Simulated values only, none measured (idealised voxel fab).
Process module in this document: voxel capacitor over wiring
Each square cell in cross-section cut measures 5 nm, and the section as a whole is 280 nm wide.
Cross-section, as written here: a square-cell grid given band by band from the top down, where a band holds one or more rows of cells. This entry defines a band. It first specifies the height of the band's top and the height of its bottom in nm, and then specifies the band's materials from left to right, stating each material with its width in nm. The word "all across" identifies a single material that fills the band from edge to edge, while the word "blank" identifies empty space. Below 0: as-received wafer, all one material; heights counted from there. Lowest band: no bottom, goes on down, written "0 -> down". Width spec "30 to 40" -> top row of cells at first value, bottom row at second value, equal per-row change in between. For the purposes of this document, the phrase "nothing altered" attached to a step denotes that no cell within the cross-section was modified by that step. The label "Trapped voids" introduces a list of the empty spaces, 8 cells or larger, that have no open way up to the top; each entry in it reads width x height at distance, where the distance is taken from the left edge and all three are stated in nm. On each step's line, the part that comes after the settings is the simulator's own comment on the step. Among the settings permitted on a step's line is "overlay nm"; applied to a step with a mask, it specifies the extent to which the mask lay to the right of its planned position, whereas a negative figure signifies a position to the left.
Listed below are the process steps as planned
1 RECEIVE, material Si
2 CONFORMAL_DEP, material SiO2, thk nm 10
3 DIRECTIONAL_DEP, material TiN, thk nm 5
4 DIRECTIONAL_DEP, material W, thk nm 20
5 PATTERN, tone cover, mask id METAL_1, material resist, width nm 20, pitch nm 75, thk nm 15, overlay nm 0
6 DIRECTIONAL_ETCH, etch materials W, depth nm 20
7 DIRECTIONAL_ETCH, etch materials TiN, depth nm 5
8 STRIP, etch materials resist
9 FILL_DEP, material lowk, thk nm 5
10 CMP, height nm 35
11 CONFORMAL_DEP, material SiCN, thk nm 5
12 DIRECTIONAL_DEP, material SiO2, thk nm 20
13 DIRECTIONAL_DEP, material aC, thk nm 15
14 PATTERN, tone open, mask id PLUG_1, material resist, width nm 15, thk nm 35, overlay nm 0
15 DIRECTIONAL_ETCH, etch materials aC, depth nm 15
16 STRIP, etch materials resist
17 DIRECTIONAL_ETCH, etch materials SiO2, depth nm 20
18 DIRECTIONAL_ETCH, etch materials SiCN, depth nm 5
19 STRIP, etch materials aC
20 EPI, material Ru, thk nm 10
21 EPI, material Ru, thk nm 10
22 EPI, material Ru, thk nm 5
23 DIRECTIONAL_DEP, material TiN, thk nm 5
24 DIRECTIONAL_DEP, material SiN, thk nm 5
25 DIRECTIONAL_DEP, material TiN, thk nm 5
26 PATTERN, tone cover, mask id UPPER_PLATE, material resist, width nm 60, thk nm 20, overlay nm 0
27 DIRECTIONAL_ETCH, etch materials TiN, depth nm 5
28 DIRECTIONAL_ETCH, etch materials SiN, depth nm 5
29 STRIP, etch materials resist
30 MASKED_ETCH, tone cover, mask id LOWER_PLATE, width nm 70, etch materials TiN, depth nm 5, overlay nm 0
31 FILL_DEP, material SiO2, thk nm 15
32 CMP, height nm 85
33 MASKED_ETCH, tone open, mask id PLUG_2, width nm 15, etch materials SiO2, depth nm 10, overlay nm 0
34 CONFORMAL_DEP, material TiN, thk nm 5
35 FILL_DEP, material Cu, thk nm 5
36 CMP, height nm 85
37 CONFORMAL_DEP, material SiCN, thk nm 5
The plan's step 14 width nm is the first wafer's value; the wafers differ in this setting and start identical.
Cut through the first of several wafers as received, post step 1
- 0 -> down | Si all across
- Trapped voids: none
Below is a per-wafer table. In it, each row describes the wafer at the end of the module by giving, for each material, the number of cells gained (+) or lost (-) since the wafer was received, and after that the closed voids of the wafer
width nm 15; +1 Cu; +15 Ru; +109 SiCN; +12 SiN; +560 SiO2; +39 TiN; +32 W; +240 lowk; Trapped voids: none
width nm 20; +1 Cu; +20 Ru; +108 SiCN; +12 SiN; +556 SiO2; +39 TiN; +32 W; +240 lowk; Trapped voids: none
width nm 25; +1 Cu; +25 Ru; +107 SiCN; +12 SiN; +552 SiO2; +39 TiN; +32 W; +240 lowk; Trapped voids: none
width nm 30; +1 Cu; +30 Ru; +106 SiCN; +12 SiN; +548 SiO2; +39 TiN; +32 W; +240 lowk; Trapped voids: none
